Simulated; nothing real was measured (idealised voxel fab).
Module name: voxel wiring stack (process module)
Cross-section cut spans 205 nm and uses square cells 5 nm in size.
In this document a cross-section is written as a grid of square cells. It is given as a series of bands, listed from the top down, and a band is one or more rows of cells.
In this notation a band is specified by the heights of its top and bottom, in that order and in nm, after which its materials appear from left to right, each paired with its width in nm. The word "all across" attached to a single material means that material fills the band from edge to edge; the word "empty" stands for empty space.
Heights from 0 (as-received wafer is one material below). Bottom band endless downward, as "0 -> down".
When a width is written as two numbers, as in "30->40", the first number is the width in the top row of cells of the band and the second is the width in its bottom row, and the width changes by the same amount from each row to the next.
Take "same as before" at face value: in the step it is given for, the cross-section changed in none of its cells.
"Voids, enclosed" lists enclosed empty spaces (at least 8 cells, no open path upward to the top), each as width x height at distance from the left edge, in nm.
Post-settings text on a step line: simulator's own remark regarding the step.
"overlay nm" on a masked step: distance the mask lay right of its planned place, negative for left.
Every pair from here on: before one process step, after it. The after cross-section reaches only to the lowest band that changed. Below the pair: the step in between and its settings. Pairs can belong to different runs of this module on the same starting wafer; a pair carries on from the pair above only if the entry headed "State on entry" says so.
## State on entry
* 0 -> down | Si all across
* Voids, enclosed: none
## Cut View, Post-Step
* 10 -> 0 | SiO2 all across
* Under 0: no change, same as before.
* Voids, enclosed: none
Here is the step that sits between the two cross-sections above: CONFORMAL_DEP: material SiO2, thk nm 10
State on entry: look at the pair above, its after cross-section is where this step starts.
## Cut View, Post-Step
* 15 -> 10 | TiN all across
* Under 10: no change, same as before.
* Voids, enclosed: none
Here is the step that sits between the two cross-sections above: DIRECTIONAL_DEP: material TiN, thk nm 5
State on entry: look at the pair above, its after cross-section is where this step starts.
## Cut View, Post-Step
* 35 -> 15 | W all across
* Under 15: no change, same as before.
* Voids, enclosed: none
Here is the step that sits between the two cross-sections above: DIRECTIONAL_DEP: material W, thk nm 20
State on entry: look at the pair above, its after cross-section is where this step starts.
## Cut View, Post-Step
* 55 -> 35 | 60 nm empty | 30 nm resist | 20 nm empty | 30 nm resist | 65 nm empty
* Under 35: no change, same as before.
* Voids, enclosed: none
Here is the step that sits between the two cross-sections above: PATTERN: tone cover, mask id METAL_1, material resist, width nm 30, pitch nm 50, thk nm 20, overlay nm 0
State on entry: look at the pair above, its after cross-section is where this step starts.
## Cut View, Post-Step
* 55 -> 35 | 60 nm empty | 30 nm resist | 20 nm empty | 30 nm resist | 65 nm empty
* 35 -> 15 | 60 nm empty | 30 nm W | 20 nm empty | 30 nm W | 65 nm empty
* Under 15: no change, same as before.
* Voids, enclosed: none
Here is the step that sits between the two cross-sections above: DIRECTIONAL_ETCH: etch materials W, depth nm 20
State on entry: look at the pair above, its after cross-section is where this step starts.
## Cut View, Post-Step
* 55 -> 35 | 60 nm empty | 30 nm resist | 20 nm empty | 30 nm resist | 65 nm empty
* 35 -> 15 | 60 nm empty | 30 nm W | 20 nm empty | 30 nm W | 65 nm empty
* 15 -> 10 | 60 nm empty | 30 nm TiN | 20 nm empty | 30 nm TiN | 65 nm empty
* Under 10: no change, same as before.
* Voids, enclosed: none
Here is the step that sits between the two cross-sections above: DIRECTIONAL_ETCH: etch materials TiN, depth nm 5
State on entry: look at the pair above, its after cross-section is where this step starts.
## Cut View, Post-Step
* 35 -> 15 | 60 nm empty | 30 nm W | 20 nm empty | 30 nm W | 65 nm empty
* Under 15: no change, same as before.
* Voids, enclosed: none
Here is the step that sits between the two cross-sections above: STRIP: etch materials resist
State on entry: look at the pair above, its after cross-section is where this step starts.
## Cut View, Post-Step
* 45 -> 35 | SiO2 all across
* 35 -> 15 | 60 nm SiO2 | 30 nm W | 20 nm SiO2 | 30 nm W | 65 nm SiO2
* 15 -> 10 | 60 nm SiO2 | 30 nm TiN | 20 nm SiO2 | 30 nm TiN | 65 nm SiO2
* Under 10: no change, same as before.
* Voids, enclosed: none
Here is the step that sits between the two cross-sections above: FILL_DEP: material SiO2, thk nm 10
State on entry: look at the pair above, its after cross-section is where this step starts.
## Cut View, Post-Step
* 35 -> 15 | 60 nm SiO2 | 30 nm W | 20 nm SiO2 | 30 nm W | 65 nm SiO2
* Under 15: no change, same as before.
* Voids, enclosed: none
Here is the step that sits between the two cross-sections above: CMP: height nm 35
State on entry: look at the pair above, its after cross-section is where this step starts.
## Cut View, Post-Step
* 40 -> 35 | SiCN all across
* Under 35: no change, same as before.
* Voids, enclosed: none
Here is the step that sits between the two cross-sections above: CONFORMAL_DEP: material SiCN, thk nm 5
State on entry: look at the pair above, its after cross-section is where this step starts.
## Cut View, Post-Step
* 70 -> 40 | lowk all across
* Under 40: no change, same as before.
* Voids, enclosed: none
Here is the step that sits between the two cross-sections above: DIRECTIONAL_DEP: material lowk, thk nm 30
State on entry: look at the pair above, its after cross-section is where this step starts.
## Cut View, Post-Step
* 90 -> 70 | 60 nm resist | 15 nm empty | 35 nm resist | 15 nm empty | 80 nm resist
* Under 70: no change, same as before.
* Voids, enclosed: none
Here is the step that sits between the two cross-sections above: PATTERN: tone open, mask id METAL_2_HOLES, material resist, width nm 15, pitch nm 50, thk nm 20, overlay nm 0
State on entry: look at the pair above, its after cross-section is where this step starts.
## Cut View, Post-Step
* 90 -> 70 | 60 nm resist | 15 nm empty | 35 nm resist | 15 nm empty | 80 nm resist
* 70 -> 40 | 60 nm lowk | 15 nm empty | 35 nm lowk | 15 nm empty | 80 nm lowk
* Under 40: no change, same as before.
* Voids, enclosed: none
Here is the step that sits between the two cross-sections above: DIRECTIONAL_ETCH: etch materials lowk, depth nm 30
State on entry: look at the pair above, its after cross-section is where this step starts.
## Cut View, Post-Step
* 70 -> 40 | 60 nm lowk | 15 nm empty | 35 nm lowk | 15 nm empty | 80 nm lowk
* Under 40: no change, same as before.
* Voids, enclosed: none
Here is the step that sits between the two cross-sections above: STRIP: etch materials resist
State on entry: look at the pair above, its after cross-section is where this step starts.
## Cut View, Post-Step
* 85 -> 70 | 60 nm resist | 30 nm empty | 20 nm resist | 30 nm empty | 65 nm resist
* Under 70: no change, same as before.
* Voids, enclosed: none
Here is the step that sits between the two cross-sections above: PATTERN: tone open, mask id METAL_2, material resist, width nm 30, pitch nm 50, thk nm 15, overlay nm 0
State on entry: look at the pair above, its after cross-section is where this step starts.
## Cut View, Post-Step
* 85 -> 70 | 60 nm resist | 30 nm empty | 20 nm resist | 30 nm empty | 65 nm resist
* 70 -> 55 | 60 nm lowk | 30 nm empty | 20 nm lowk | 30 nm empty | 65 nm lowk
* Under 55: no change, same as before.
* Voids, enclosed: none
Here is the step that sits between the two cross-sections above: DIRECTIONAL_ETCH: etch materials lowk, depth nm 15
State on entry: look at the pair above, its after cross-section is where this step starts.
## Cut View, Post-Step
* 85 -> 70 | 60 nm resist | 30 nm empty | 20 nm resist | 30 nm empty | 65 nm resist
* 70 -> 55 | 60 nm lowk | 30 nm empty | 20 nm lowk | 30 nm empty | 65 nm lowk
* 55 -> 40 | 60 nm lowk | 15 nm empty | 35 nm lowk | 15 nm empty | 80 nm lowk
* 40 -> 35 | 60 nm SiCN | 15 nm empty | 35 nm SiCN | 15 nm empty | 80 nm SiCN
* Under 35: no change, same as before.
* Voids, enclosed: none
Here is the step that sits between the two cross-sections above: DIRECTIONAL_ETCH: etch materials SiCN, depth nm 5
State on entry: look at the pair above, its after cross-section is where this step starts.
## Cut View, Post-Step
* 70 -> 55 | 60 nm lowk | 30 nm empty | 20 nm lowk | 30 nm empty | 65 nm lowk
* Under 55: no change, same as before.
* Voids, enclosed: none
Here is the step that sits between the two cross-sections above: STRIP: etch materials resist
State on entry: look at the pair above, its after cross-section is where this step starts.
## Cut View, Post-Step
* 75 -> 70 | 65 nm TiN | 20 nm empty | 30 nm TiN | 20 nm empty | 70 nm TiN
* 70 -> 60 | 60 nm lowk | 5 nm TiN | 20 nm empty | 5 nm TiN | 20 nm lowk | 5 nm TiN | 20 nm empty | 5 nm TiN | 65 nm lowk
* 60 -> 55 | 60 nm lowk | 5 nm TiN | 5 nm empty | 20 nm TiN | 20 nm lowk | 5 nm TiN | 5 nm empty | 20 nm TiN | 65 nm lowk
* 55 -> 40 | 60 nm lowk | 5 nm TiN | 5 nm empty | 5 nm TiN | 35 nm lowk | 5 nm TiN | 5 nm empty | 5 nm TiN | 80 nm lowk
* 40 -> 35 | 60 nm SiCN | 15 nm TiN | 35 nm SiCN | 15 nm TiN | 80 nm SiCN
* Under 35: no change, same as before.
* Voids, enclosed: none
Here is the step that sits between the two cross-sections above: CONFORMAL_DEP: material TiN, thk nm 5
State on entry: look at the pair above, its after cross-section is where this step starts.
## Cut View, Post-Step
* 80 -> 75 | Ru all across
* 75 -> 70 | 65 nm TiN | 20 nm Ru | 30 nm TiN | 20 nm Ru | 70 nm TiN
* 70 -> 60 | 60 nm lowk | 5 nm TiN | 20 nm Ru | 5 nm TiN | 20 nm lowk | 5 nm TiN | 20 nm Ru | 5 nm TiN | 65 nm lowk
* 60 -> 55 | 60 nm lowk | 5 nm TiN | 5 nm Ru | 20 nm TiN | 20 nm lowk | 5 nm TiN | 5 nm Ru | 20 nm TiN | 65 nm lowk
* 55 -> 40 | 60 nm lowk | 5 nm TiN | 5 nm Ru | 5 nm TiN | 35 nm lowk | 5 nm TiN | 5 nm Ru | 5 nm TiN | 80 nm lowk
* Under 40: no change, same as before.
* Voids, enclosed: none
Here is the step that sits between the two cross-sections above: FILL_DEP: material Ru, thk nm 5
State on entry: look at the pair above, its after cross-section is where this step starts.
## Cut View, Post-Step
* 70 -> 60 | 60 nm lowk | 5 nm TiN | 20 nm Ru | 5 nm TiN | 20 nm lowk | 5 nm TiN | 20 nm Ru | 5 nm TiN | 65 nm lowk
* Under 60: no change, same as before.
* Voids, enclosed: none
Here is the step that sits between the two cross-sections above: CMP: height nm 70
State on entry: look at the pair above, its after cross-section is where this step starts.
## Cut View, Post-Step
* 75 -> 70 | SiCN all across
* Under 70: no change, same as before.
* Voids, enclosed: none
Here is the step that sits between the two cross-sections above: CONFORMAL_DEP: material SiCN, thk nm 5
State on entry: look at the pair above, its after cross-section is where this step starts.
## Cut View, Post-Step
* 100 -> 75 | SiO2 all across
* Under 75: no change, same as before.
* Voids, enclosed: none
Here is the step that sits between the two cross-sections above: DIRECTIONAL_DEP: material SiO2, thk nm 25
State on entry: look at the pair above, its after cross-section is where this step starts.
## Cut View, Post-Step
* 120 -> 100 | 60 nm resist | 15 nm empty | 35 nm resist | 15 nm empty | 80 nm resist
* Under 100: no change, same as before.
* Voids, enclosed: none
Here is the step that sits between the two cross-sections above: PATTERN: tone open, mask id METAL_3_HOLES, material resist, width nm 15, pitch nm 50, thk nm 20, overlay nm 0
State on entry: look at the pair above, its after cross-section is where this step starts.
## Cut View, Post-Step
* 120 -> 100 | 60 nm resist | 15 nm empty | 35 nm resist | 15 nm empty | 80 nm resist
* 100 -> 75 | 60 nm SiO2 | 15 nm empty | 35 nm SiO2 | 15 nm empty | 80 nm SiO2
* Under 75: no change, same as before.
* Voids, enclosed: none
Here is the step that sits between the two cross-sections above: DIRECTIONAL_ETCH: etch materials SiO2, depth nm 25
State on entry: look at the pair above, its after cross-section is where this step starts.
## Cut View, Post-Step
* 100 -> 75 | 60 nm SiO2 | 15 nm empty | 35 nm SiO2 | 15 nm empty | 80 nm SiO2
* Under 75: no change, same as before.
* Voids, enclosed: none
Here is the step that sits between the two cross-sections above: STRIP: etch materials resist
State on entry: look at the pair above, its after cross-section is where this step starts.
## Cut View, Post-Step
* 115 -> 100 | 60 nm aC | 15 nm empty | 35 nm aC | 15 nm empty | 80 nm aC
* 100 -> 90 | 60 nm SiO2 | 15 nm empty | 35 nm SiO2 | 15 nm empty | 80 nm SiO2
* 90 -> 75 | 60 nm SiO2 | 15 nm aC | 35 nm SiO2 | 15 nm aC | 80 nm SiO2
* Under 75: no change, same as before.
* Voids, enclosed: none
Here is the step that sits between the two cross-sections above: DIRECTIONAL_DEP: material aC, thk nm 15
State on entry: look at the pair above, its after cross-section is where this step starts.
## Cut View, Post-Step
* 150 -> 115 | 60 nm resist | 30 nm empty | 20 nm resist | 30 nm empty | 65 nm resist
* Under 115: no change, same as before.
* Voids, enclosed: none
Here is the step that sits between the two cross-sections above: PATTERN: tone open, mask id METAL_3, material resist, width nm 30, pitch nm 50, thk nm 35, overlay nm 0
State on entry: look at the pair above, its after cross-section is where this step starts.
## Cut View, Post-Step
* 135 -> 115 | 60 nm resist | 30 nm empty | 20 nm resist | 30 nm empty | 65 nm resist
* 115 -> 100 | 60 nm aC | 30 nm empty | 20 nm aC | 30 nm empty | 65 nm aC
* 100 -> 75 | 60 nm SiO2 | 15 nm empty | 35 nm SiO2 | 15 nm empty | 80 nm SiO2
* Under 75: no change, same as before.
* Voids, enclosed: none
Here is the step that sits between the two cross-sections above: DIRECTIONAL_ETCH: etch materials aC, depth nm 15
State on entry: look at the pair above, its after cross-section is where this step starts.
## Cut View, Post-Step
* 115 -> 100 | 60 nm aC | 30 nm empty | 20 nm aC | 30 nm empty | 65 nm aC
* Under 100: no change, same as before.
* Voids, enclosed: none
Here is the step that sits between the two cross-sections above: STRIP: etch materials resist
State on entry: look at the pair above, its after cross-section is where this step starts.
## Cut View, Post-Step
* 115 -> 100 | 60 nm aC | 30 nm empty | 20 nm aC | 30 nm empty | 65 nm aC
* 100 -> 85 | 60 nm SiO2 | 30 nm empty | 20 nm SiO2 | 30 nm empty | 65 nm SiO2
* Under 85: no change, same as before.
* Voids, enclosed: none
Here is the step that sits between the two cross-sections above: DIRECTIONAL_ETCH: etch materials SiO2, depth nm 15
State on entry: look at the pair above, its after cross-section is where this step starts.
## Cut View, Post-Step
* 115 -> 100 | 60 nm aC | 30 nm empty | 20 nm aC | 30 nm empty | 65 nm aC
* 100 -> 85 | 60 nm SiO2 | 30 nm empty | 20 nm SiO2 | 30 nm empty | 65 nm SiO2
* 85 -> 75 | 60 nm SiO2 | 15 nm empty | 35 nm SiO2 | 15 nm empty | 80 nm SiO2
* 75 -> 70 | 60 nm SiCN | 15 nm empty | 35 nm SiCN | 15 nm empty | 80 nm SiCN
* Under 70: no change, same as before.
* Voids, enclosed: none
Here is the step that sits between the two cross-sections above: DIRECTIONAL_ETCH: etch materials SiCN, depth nm 5
State on entry: look at the pair above, its after cross-section is where this step starts.
## Cut View, Post-Step
* 100 -> 85 | 60 nm SiO2 | 30 nm empty | 20 nm SiO2 | 30 nm empty | 65 nm SiO2
* Under 85: no change, same as before.
* Voids, enclosed: none
Here is the step that sits between the two cross-sections above: STRIP: etch materials aC
State on entry: look at the pair above, its after cross-section is where this step starts.
## Cut View, Post-Step
* 105 -> 100 | 65 nm TiN | 20 nm empty | 30 nm TiN | 20 nm empty | 70 nm TiN
* 100 -> 90 | 60 nm SiO2 | 5 nm TiN | 20 nm empty | 5 nm TiN | 20 nm SiO2 | 5 nm TiN | 20 nm empty | 5 nm TiN | 65 nm SiO2
* 90 -> 85 | 60 nm SiO2 | 5 nm TiN | 5 nm empty | 20 nm TiN | 20 nm SiO2 | 5 nm TiN | 5 nm empty | 20 nm TiN | 65 nm SiO2
* 85 -> 75 | 60 nm SiO2 | 5 nm TiN | 5 nm empty | 5 nm TiN | 35 nm SiO2 | 5 nm TiN | 5 nm empty | 5 nm TiN | 80 nm SiO2
* 75 -> 70 | 60 nm SiCN | 15 nm TiN | 35 nm SiCN | 15 nm TiN | 80 nm SiCN
* Under 70: no change, same as before.
* Voids, enclosed: none
Here is the step that sits between the two cross-sections above: CONFORMAL_DEP: material TiN, thk nm 5
State on entry: look at the pair above, its after cross-section is where this step starts.
## Cut View, Post-Step
* 115 -> 105 | Cu all across
* 105 -> 100 | 65 nm TiN | 20 nm Cu | 30 nm TiN | 20 nm Cu | 70 nm TiN
* 100 -> 90 | 60 nm SiO2 | 5 nm TiN | 20 nm Cu | 5 nm TiN | 20 nm SiO2 | 5 nm TiN | 20 nm Cu | 5 nm TiN | 65 nm SiO2
* 90 -> 85 | 60 nm SiO2 | 5 nm TiN | 5 nm Cu | 20 nm TiN | 20 nm SiO2 | 5 nm TiN | 5 nm Cu | 20 nm TiN | 65 nm SiO2
* 85 -> 75 | 60 nm SiO2 | 5 nm TiN | 5 nm Cu | 5 nm TiN | 35 nm SiO2 | 5 nm TiN | 5 nm Cu | 5 nm TiN | 80 nm SiO2
* Under 75: no change, same as before.
* Voids, enclosed: none
Here is the step that sits between the two cross-sections above: FILL_DEP: material Cu, thk nm 10
State on entry: look at the pair above, its after cross-section is where this step starts.
## Cut View, Post-Step
* 100 -> 90 | 60 nm SiO2 | 5 nm TiN | 20 nm Cu | 5 nm TiN | 20 nm SiO2 | 5 nm TiN | 20 nm Cu | 5 nm TiN | 65 nm SiO2
* Under 90: no change, same as before.
* Voids, enclosed: none
Here is the step that sits between the two cross-sections above: CMP: height nm 100
State on entry: look at the pair above, its after cross-section is where this step starts.
## Cut View, Post-Step
* 105 -> 100 | SiCN all across
* Under 100: no change, same as before.
* Voids, enclosed: none
Here is the step that sits between the two cross-sections above: CONFORMAL_DEP: material SiCN, thk nm 5
State on entry: look at the pair above, its after cross-section is where this step starts.
## Cut View, Post-Step
* 140 -> 105 | lowk all across
* Under 105: no change, same as before.
* Voids, enclosed: none
Here is the step that sits between the two cross-sections above: DIRECTIONAL_DEP: material lowk, thk nm 35
State on entry: look at the pair above, its after cross-section is where this step starts.
## Cut View, Post-Step
* 155 -> 140 | aC all across
* Under 140: no change, same as before.
* Voids, enclosed: none
Here is the step that sits between the two cross-sections above: DIRECTIONAL_DEP: material aC, thk nm 15
State on entry: look at the pair above, its after cross-section is where this step starts.
## Cut View, Post-Step
* 185 -> 155 | 60 nm resist | 30 nm empty | 20 nm resist | 30 nm empty | 65 nm resist
* Under 155: no change, same as before.
* Voids, enclosed: none
Here is the step that sits between the two cross-sections above: PATTERN: tone open, mask id METAL_4, material resist, width nm 30, pitch nm 50, thk nm 30, overlay nm 0
State on entry: look at the pair above, its after cross-section is where this step starts.
## Cut View, Post-Step
* 170 -> 155 | 60 nm resist | 30 nm empty | 20 nm resist | 30 nm empty | 65 nm resist
* 155 -> 140 | 60 nm aC | 30 nm empty | 20 nm aC | 30 nm empty | 65 nm aC
* Under 140: no change, same as before.
* Voids, enclosed: none
Here is the step that sits between the two cross-sections above: DIRECTIONAL_ETCH: etch materials aC, depth nm 15
State on entry: look at the pair above, its after cross-section is where this step starts.
## Cut View, Post-Step
* 155 -> 140 | 60 nm aC | 30 nm empty | 20 nm aC | 30 nm empty | 65 nm aC
* Under 140: no change, same as before.
* Voids, enclosed: none
Here is the step that sits between the two cross-sections above: STRIP: etch materials resist
State on entry: look at the pair above, its after cross-section is where this step starts.
## Cut View, Post-Step
* 155 -> 140 | 60 nm aC | 30 nm empty | 20 nm aC | 30 nm empty | 65 nm aC
* 140 -> 120 | 60 nm lowk | 30 nm empty | 20 nm lowk | 30 nm empty | 65 nm lowk
* Under 120: no change, same as before.
* Voids, enclosed: none
Here is the step that sits between the two cross-sections above: DIRECTIONAL_ETCH: etch materials lowk, depth nm 20
State on entry: look at the pair above, its after cross-section is where this step starts.
## Cut View, Post-Step
* 140 -> 120 | 60 nm lowk | 30 nm empty | 20 nm lowk | 30 nm empty | 65 nm lowk
* Under 120: no change, same as before.
* Voids, enclosed: none
Here is the step that sits between the two cross-sections above: STRIP: etch materials aC
State on entry: look at the pair above, its after cross-section is where this step starts.
## Cut View, Post-Step
* 160 -> 140 | 60 nm resist | 15 nm empty | 35 nm resist | 15 nm empty | 80 nm resist
* 140 -> 120 | 60 nm lowk | 15 nm empty | 15 nm resist | 20 nm lowk | 15 nm empty | 15 nm resist | 65 nm lowk
* Under 120: no change, same as before.
* Voids, enclosed: none
Here is the step that sits between the two cross-sections above: PATTERN: tone open, mask id METAL_4_HOLES, material resist, width nm 15, pitch nm 50, thk nm 20, overlay nm 0
State on entry: look at the pair above, its after cross-section is where this step starts.
## Cut View, Post-Step
* 160 -> 140 | 60 nm resist | 15 nm empty | 35 nm resist | 15 nm empty | 80 nm resist
* 140 -> 120 | 60 nm lowk | 15 nm empty | 15 nm resist | 20 nm lowk | 15 nm empty | 15 nm resist | 65 nm lowk
* 120 -> 105 | 60 nm lowk | 15 nm empty | 35 nm lowk | 15 nm empty | 80 nm lowk
* Under 105: no change, same as before.
* Voids, enclosed: none
Here is the step that sits between the two cross-sections above: DIRECTIONAL_ETCH: etch materials lowk, depth nm 15
State on entry: look at the pair above, its after cross-section is where this step starts.
## Cut View, Post-Step
* 160 -> 140 | 60 nm resist | 15 nm empty | 35 nm resist | 15 nm empty | 80 nm resist
* 140 -> 120 | 60 nm lowk | 15 nm empty | 15 nm resist | 20 nm lowk | 15 nm empty | 15 nm resist | 65 nm lowk
* 120 -> 105 | 60 nm lowk | 15 nm empty | 35 nm lowk | 15 nm empty | 80 nm lowk
* 105 -> 100 | 60 nm SiCN | 15 nm empty | 35 nm SiCN | 15 nm empty | 80 nm SiCN
* Under 100: no change, same as before.
* Voids, enclosed: none
Here is the step that sits between the two cross-sections above: DIRECTIONAL_ETCH: etch materials SiCN, depth nm 5
State on entry: look at the pair above, its after cross-section is where this step starts.
## Cut View, Post-Step
* 140 -> 120 | 60 nm lowk | 30 nm empty | 20 nm lowk | 30 nm empty | 65 nm lowk
* Under 120: no change, same as before.
* Voids, enclosed: none
Here is the step that sits between the two cross-sections above: STRIP: etch materials resist
State on entry: look at the pair above, its after cross-section is where this step starts.
## Cut View, Post-Step
* 145 -> 140 | 65 nm TiN | 20 nm empty | 30 nm TiN | 20 nm empty | 70 nm TiN
* 140 -> 125 | 60 nm lowk | 5 nm TiN | 20 nm empty | 5 nm TiN | 20 nm lowk | 5 nm TiN | 20 nm empty | 5 nm TiN | 65 nm lowk
* 125 -> 120 | 60 nm lowk | 5 nm TiN | 5 nm empty | 20 nm TiN | 20 nm lowk | 5 nm TiN | 5 nm empty | 20 nm TiN | 65 nm lowk
* 120 -> 105 | 60 nm lowk | 5 nm TiN | 5 nm empty | 5 nm TiN | 35 nm lowk | 5 nm TiN | 5 nm empty | 5 nm TiN | 80 nm lowk
* 105 -> 100 | 60 nm SiCN | 15 nm TiN | 35 nm SiCN | 15 nm TiN | 80 nm SiCN
* Under 100: no change, same as before.
* Voids, enclosed: none
Here is the step that sits between the two cross-sections above: CONFORMAL_DEP: material TiN, thk nm 5
State on entry: look at the pair above, its after cross-section is where this step starts.
## Cut View, Post-Step
* 150 -> 145 | Ru all across
* 145 -> 140 | 65 nm TiN | 20 nm Ru | 30 nm TiN | 20 nm Ru | 70 nm TiN
* 140 -> 125 | 60 nm lowk | 5 nm TiN | 20 nm Ru | 5 nm TiN | 20 nm lowk | 5 nm TiN | 20 nm Ru | 5 nm TiN | 65 nm lowk
* 125 -> 120 | 60 nm lowk | 5 nm TiN | 5 nm Ru | 20 nm TiN | 20 nm lowk | 5 nm TiN | 5 nm Ru | 20 nm TiN | 65 nm lowk
* 120 -> 105 | 60 nm lowk | 5 nm TiN | 5 nm Ru | 5 nm TiN | 35 nm lowk | 5 nm TiN | 5 nm Ru | 5 nm TiN | 80 nm lowk
* Under 105: no change, same as before.
* Voids, enclosed: none
Here is the step that sits between the two cross-sections above: FILL_DEP: material Ru, thk nm 5
State on entry: look at the pair above, its after cross-section is where this step starts.
## Cut View, Post-Step
* 140 -> 125 | 60 nm lowk | 5 nm TiN | 20 nm Ru | 5 nm TiN | 20 nm lowk | 5 nm TiN | 20 nm Ru | 5 nm TiN | 65 nm lowk
* Under 125: no change, same as before.
* Voids, enclosed: none
Here is the step that sits between the two cross-sections above: CMP: height nm 140
State on entry: look at the pair above, its after cross-section is where this step starts.
## Cut View, Post-Step
* 145 -> 140 | SiCN all across
* Under 140: no change, same as before.
* Voids, enclosed: none
Here is the step that sits between the two cross-sections above: CONFORMAL_DEP: material SiCN, thk nm 5
## State on entry
* 10 -> 0 | SiO2 all across
* 0 -> down | Si all across
* Voids, enclosed: none
## Cut View, Post-Step
* 30 -> 10 | W all across
* Under 10: no change, same as before.
* Voids, enclosed: none
Here is the step that sits between the two cross-sections above: DIRECTIONAL_DEP: material W, thk nm 20
State on entry: look at the pair above, its after cross-section is where this step starts.
## Cut View, Post-Step
* 50 -> 30 | 60 nm empty | 30 nm resist | 20 nm empty | 30 nm resist | 65 nm empty
* Under 30: no change, same as before.
* Voids, enclosed: none
Here is the step that sits between the two cross-sections above: PATTERN: tone cover, mask id METAL_1, material resist, width nm 30, pitch nm 50, thk nm 20, overlay nm 0
State on entry: look at the pair above, its after cross-section is where this step starts.
## Cut View, Post-Step
* 50 -> 30 | 60 nm empty | 30 nm resist | 20 nm empty | 30 nm resist | 65 nm empty
* 30 -> 10 | 60 nm empty | 30 nm W | 20 nm empty | 30 nm W | 65 nm empty
* Under 10: no change, same as before.
* Voids, enclosed: none
Here is the step that sits between the two cross-sections above: DIRECTIONAL_ETCH: etch materials W, depth nm 20
State on entry: look at the pair above, its after cross-section is where this step starts.
## Cut View, Post-Step
* 30 -> 10 | 60 nm empty | 30 nm W | 20 nm empty | 30 nm W | 65 nm empty
* Under 10: no change, same as before.
* Voids, enclosed: none
Here is the step that sits between the two cross-sections above: STRIP: etch materials resist
State on entry: look at the pair above, its after cross-section is where this step starts.
## Cut View, Post-Step
* 40 -> 30 | SiO2 all across
* 30 -> 10 | 60 nm SiO2 | 30 nm W | 20 nm SiO2 | 30 nm W | 65 nm SiO2
* Under 10: no change, same as before.
* Voids, enclosed: none
Here is the step that sits between the two cross-sections above: FILL_DEP: material SiO2, thk nm 10
State on entry: look at the pair above, its after cross-section is where this step starts.
## Cut View, Post-Step
* 35 -> 30 | SiO2 all across
* Under 30: no change, same as before.
* Voids, enclosed: none
Here is the step that sits between the two cross-sections above: CMP: height nm 35
State on entry: look at the pair above, its after cross-section is where this step starts.
## Cut View, Post-Step
* 40 -> 35 | SiCN all across
* Under 35: no change, same as before.
* Voids, enclosed: none
Here is the step that sits between the two cross-sections above: CONFORMAL_DEP: material SiCN, thk nm 5
State on entry: look at the pair above, its after cross-section is where this step starts.
## Cut View, Post-Step
* 70 -> 40 | lowk all across
* Under 40: no change, same as before.
* Voids, enclosed: none
Here is the step that sits between the two cross-sections above: DIRECTIONAL_DEP: material lowk, thk nm 30
State on entry: look at the pair above, its after cross-section is where this step starts.
## Cut View, Post-Step
* 90 -> 70 | 60 nm resist | 15 nm empty | 35 nm resist | 15 nm empty | 80 nm resist
* Under 70: no change, same as before.
* Voids, enclosed: none
Here is the step that sits between the two cross-sections above: PATTERN: tone open, mask id METAL_2_HOLES, material resist, width nm 15, pitch nm 50, thk nm 20, overlay nm 0
State on entry: look at the pair above, its after cross-section is where this step starts.
## Cut View, Post-Step
* 90 -> 70 | 60 nm resist | 15 nm empty | 35 nm resist | 15 nm empty | 80 nm resist
* 70 -> 40 | 60 nm lowk | 15 nm empty | 35 nm lowk | 15 nm empty | 80 nm lowk
* Under 40: no change, same as before.
* Voids, enclosed: none
Here is the step that sits between the two cross-sections above: DIRECTIONAL_ETCH: etch materials lowk, depth nm 30
State on entry: look at the pair above, its after cross-section is where this step starts.
## Cut View, Post-Step
* 70 -> 40 | 60 nm lowk | 15 nm empty | 35 nm lowk | 15 nm empty | 80 nm lowk
* Under 40: no change, same as before.
* Voids, enclosed: none
Here is the step that sits between the two cross-sections above: STRIP: etch materials resist
State on entry: look at the pair above, its after cross-section is where this step starts.
## Cut View, Post-Step
* 85 -> 70 | 60 nm resist | 30 nm empty | 20 nm resist | 30 nm empty | 65 nm resist
* Under 70: no change, same as before.
* Voids, enclosed: none
Here is the step that sits between the two cross-sections above: PATTERN: tone open, mask id METAL_2, material resist, width nm 30, pitch nm 50, thk nm 15, overlay nm 0
State on entry: look at the pair above, its after cross-section is where this step starts.
## Cut View, Post-Step
* 85 -> 70 | 60 nm resist | 30 nm empty | 20 nm resist | 30 nm empty | 65 nm resist
* 70 -> 55 | 60 nm lowk | 30 nm empty | 20 nm lowk | 30 nm empty | 65 nm lowk
* Under 55: no change, same as before.
* Voids, enclosed: none
Here is the step that sits between the two cross-sections above: DIRECTIONAL_ETCH: etch materials lowk, depth nm 15
State on entry: look at the pair above, its after cross-section is where this step starts.
## Cut View, Post-Step
* 85 -> 70 | 60 nm resist | 30 nm empty | 20 nm resist | 30 nm empty | 65 nm resist
* 70 -> 55 | 60 nm lowk | 30 nm empty | 20 nm lowk | 30 nm empty | 65 nm lowk
* 55 -> 40 | 60 nm lowk | 15 nm empty | 35 nm lowk | 15 nm empty | 80 nm lowk
* 40 -> 35 | 60 nm SiCN | 15 nm empty | 35 nm SiCN | 15 nm empty | 80 nm SiCN
* Under 35: no change, same as before.
* Voids, enclosed: none
Here is the step that sits between the two cross-sections above: DIRECTIONAL_ETCH: etch materials SiCN, depth nm 5
State on entry: look at the pair above, its after cross-section is where this step starts.
## Cut View, Post-Step
* 70 -> 55 | 60 nm lowk | 30 nm empty | 20 nm lowk | 30 nm empty | 65 nm lowk
* Under 55: no change, same as before.
* Voids, enclosed: none
Here is the step that sits between the two cross-sections above: STRIP: etch materials resist
State on entry: look at the pair above, its after cross-section is where this step starts.
## Cut View, Post-Step
* 75 -> 70 | 65 nm TiN | 20 nm empty | 30 nm TiN | 20 nm empty | 70 nm TiN
* 70 -> 60 | 60 nm lowk | 5 nm TiN | 20 nm empty | 5 nm TiN | 20 nm lowk | 5 nm TiN | 20 nm empty | 5 nm TiN | 65 nm lowk
* 60 -> 55 | 60 nm lowk | 5 nm TiN | 5 nm empty | 20 nm TiN | 20 nm lowk | 5 nm TiN | 5 nm empty | 20 nm TiN | 65 nm lowk
* 55 -> 40 | 60 nm lowk | 5 nm TiN | 5 nm empty | 5 nm TiN | 35 nm lowk | 5 nm TiN | 5 nm empty | 5 nm TiN | 80 nm lowk
* 40 -> 35 | 60 nm SiCN | 15 nm TiN | 35 nm SiCN | 15 nm TiN | 80 nm SiCN
* Under 35: no change, same as before.
* Voids, enclosed: none
Here is the step that sits between the two cross-sections above: CONFORMAL_DEP: material TiN, thk nm 5
